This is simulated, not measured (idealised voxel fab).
Title: Process Module voxel transistor to metal
The cross-section on display is named cut; it measures 155 nm wide, and its cells are 5 nm squares.
Throughout this document, each cross-section is represented as a grid of square cells and is presented as a sequence of bands enumerated from the top downward, where a band comprises one or more rows of cells. Top height, bottom height, nm. Materials left to right, width each, nm. Single material + "full width" = fills band edge to edge. "blank" = empty. We count height from 0. Below that, the starting wafer is all one material. The lowest band never ends at the bottom but goes on down; see "0 and below" for how that is written. Quick explanation for "30->40": the width changes in equal steps down the rows of cells, from the first number in the band's top row to the second number in its bottom row. Step marked "no change occurred"? Then no cell in the cross-section changed in it. "Enclosed voids": sealed empty spaces, 8 cells or more, no open way to top, listed width x height at distance, with distance from the left edge and width, height and distance in nm. If you see something after the settings on a step's line, that's the simulator's own remark about that step. overlay nm: step with mask; distance mask lay right of planned place; negative value = left of planned place.
**Process steps - plan**
1) op RECEIVE | material Si
2) op OXIDIZE | depth nm 5
3) op CONFORMAL_DEP | material SiN | thk nm 10
4) op MASKED_ETCH | tone cover | mask id ACTIVE | width nm 105 | etch materials SiN | depth nm 10 | overlay nm 0
5) op MASKED_ETCH | tone cover | mask id ACTIVE | width nm 105 | etch materials SiO2 | depth nm 5 | overlay nm 0
6) op MASKED_ETCH | tone cover | mask id ACTIVE | width nm 105 | etch materials Si | depth nm 25 | overlay nm 0
7) op OXIDIZE | depth nm 5
8) op FILL_DEP | material SiO2 | thk nm 5
9) op CMP | height nm 10
10) op SELECTIVE_ETCH | etch materials SiO2 | depth nm 10
11) op STRIP | etch materials SiN
12) op SELECTIVE_ETCH | etch materials SiO2 | depth nm 5
13) op OXIDIZE | depth nm 5
14) op DIRECTIONAL_DEP | material polySi | thk nm 30
15) op DIRECTIONAL_DEP | material SiCN | thk nm 15
16) op DIRECTIONAL_DEP | material aC | thk nm 15
17) op PATTERN | tone cover | mask id GATE | material resist | width nm 25 | thk nm 30 | overlay nm 0
18) op DIRECTIONAL_ETCH | etch materials aC | depth nm 15
19) op STRIP | etch materials resist
20) op DIRECTIONAL_ETCH | etch materials SiCN | depth nm 25
21) op DIRECTIONAL_ETCH | etch materials polySi | depth nm 40
22) op STRIP | etch materials aC
23) op CONFORMAL_DEP | material SiO2 | thk nm 5
24) op DIRECTIONAL_ETCH | etch materials SiO2 | depth nm 5
25) op CONFORMAL_DEP | material SiN | thk nm 5
26) op DIRECTIONAL_ETCH | etch materials SiN | depth nm 5
27) op DIRECTIONAL_ETCH | etch materials SiO2 | depth nm 5
28) op EPI | material nSi | thk nm 5
29) op FILL_DEP | material SiO2 | thk nm 10
30) op CMP | height nm 25
31) op STRIP | etch materials polySi
32) op SELECTIVE_ETCH | etch materials SiO2 | depth nm 5
33) op CONFORMAL_DEP | material HfO2 | thk nm 5
34) op CONFORMAL_DEP | material TiN | thk nm 5
35) op FILL_DEP | material W | thk nm 5
36) op CMP | height nm 20
37) op DIRECTIONAL_DEP | material SiO2 | thk nm 15
38) op DIRECTIONAL_DEP | material aC | thk nm 15
39) op PATTERN | tone open | mask id CONTACT | material resist | width nm 20 | pitch nm 75 | thk nm 35 | overlay nm 0
40) op DIRECTIONAL_ETCH | etch materials aC | depth nm 15
41) op STRIP | etch materials resist
42) op DIRECTIONAL_ETCH | etch materials SiO2 | depth nm 40
43) op STRIP | etch materials aC
44) op CONFORMAL_DEP | material TiN | thk nm 5
45) op FILL_DEP | material W | thk nm 5
46) op CMP | height nm 35
47) op CONFORMAL_DEP | material SiCN | thk nm 5
48) op DIRECTIONAL_DEP | material lowk | thk nm 25
49) op PATTERN | tone open | mask id METAL_1 | material resist | width nm 20 | pitch nm 75 | thk nm 20 | overlay nm 0
50) op DIRECTIONAL_ETCH | etch materials lowk | depth nm 25
51) op DIRECTIONAL_ETCH | etch materials SiCN | depth nm 5
52) op STRIP | etch materials resist
53) op CONFORMAL_DEP | material TiN | thk nm 5
54) op FILL_DEP | material Ru | thk nm 5
55) op CMP | height nm 65
56) op EPI | material Ru | thk nm 5
57) op FILL_DEP | material SiCN | thk nm 5
58) op DIRECTIONAL_DEP | material SiO2 | thk nm 30
59) op PATTERN | tone open | mask id METAL_2_HOLES | material resist | width nm 15 | pitch nm 75 | thk nm 15 | overlay nm 0
60) op DIRECTIONAL_ETCH | etch materials SiO2 | depth nm 30
61) op STRIP | etch materials resist
62) op DIRECTIONAL_DEP | material aC | thk nm 10
63) op PATTERN | tone open | mask id METAL_2 | material resist | width nm 20 | pitch nm 75 | thk nm 25 | overlay nm 0
64) op DIRECTIONAL_ETCH | etch materials aC | depth nm 10
65) op STRIP | etch materials resist
66) op DIRECTIONAL_ETCH | etch materials SiO2 | depth nm 15
67) op DIRECTIONAL_ETCH | etch materials SiCN | depth nm 5
68) op STRIP | etch materials aC
69) op CONFORMAL_DEP | material TiN | thk nm 5
70) op FILL_DEP | material Cu | thk nm 10
71) op CMP | height nm 105
72) op CONFORMAL_DEP | material SiCN | thk nm 5
**As-received state of the wafer in cross-section, equivalent to post-step 1**
  0 and below  Si full width
  Enclosed voids: none
**What the wafer looks like in cross-section after this module, when it starts as shown above and follows the plan above but one mistake is made in running it**
  110 down to 105  SiCN full width
  105 down to 95  30 of SiO2  5 of TiN  10 of Cu  5 of TiN  55 of SiO2  5 of TiN  10 of Cu  5 of TiN  30 of SiO2
  95 down to 90  30 of SiO2  5 of TiN  5 of Cu  10 of TiN  55 of SiO2  5 of TiN  5 of Cu  10 of TiN  30 of SiO2
  90 down to 75  30 of SiO2  5 of TiN  5 of Cu  5 of TiN  60 of SiO2  5 of TiN  5 of Cu  5 of TiN  35 of SiO2
  75 down to 70  30 of SiCN  15 of TiN  60 of SiCN  15 of TiN  35 of SiCN
  70 down to 65  25 of SiCN  30 of Ru  45 of SiCN  30 of Ru  25 of SiCN
  65 down to 40  30 of lowk  5 of TiN  10 of Ru  5 of TiN  55 of lowk  5 of TiN  10 of Ru  5 of TiN  30 of lowk
  40 down to 35  30 of SiCN  20 of TiN  55 of SiCN  20 of TiN  30 of SiCN
  35 down to 20  30 of SiO2  5 of TiN  10 of W  5 of TiN  55 of SiO2  5 of TiN  10 of W  5 of TiN  30 of SiO2
  20 down to 0  30 of SiO2  5 of TiN  10 of W  5 of TiN  5 of SiO2  5 of SiN  5 of TiN  5 of HfO2  15 of W  5 of HfO2  5 of TiN  5 of SiN  5 of SiO2  5 of TiN  10 of W  5 of TiN  30 of SiO2
  0 down to -5  30 of SiO2  20 of TiN  5 of SiO2  5 of SiN  5 of TiN  25 of HfO2  5 of TiN  5 of SiN  5 of SiO2  20 of TiN  30 of SiO2
  -5 down to -10  25 of SiO2  30 of nSi  5 of SiO2  35 of TiN  5 of SiO2  30 of nSi  25 of SiO2
  -10 down to -35  30 of SiO2  95 of Si  30 of SiO2
  -35 and below  Si full width
  Enclosed voids: none
What broke from the plan during processing? the executed order of steps 33 and 34 is the reverse of that specified in the plan, each step having taken the other's position
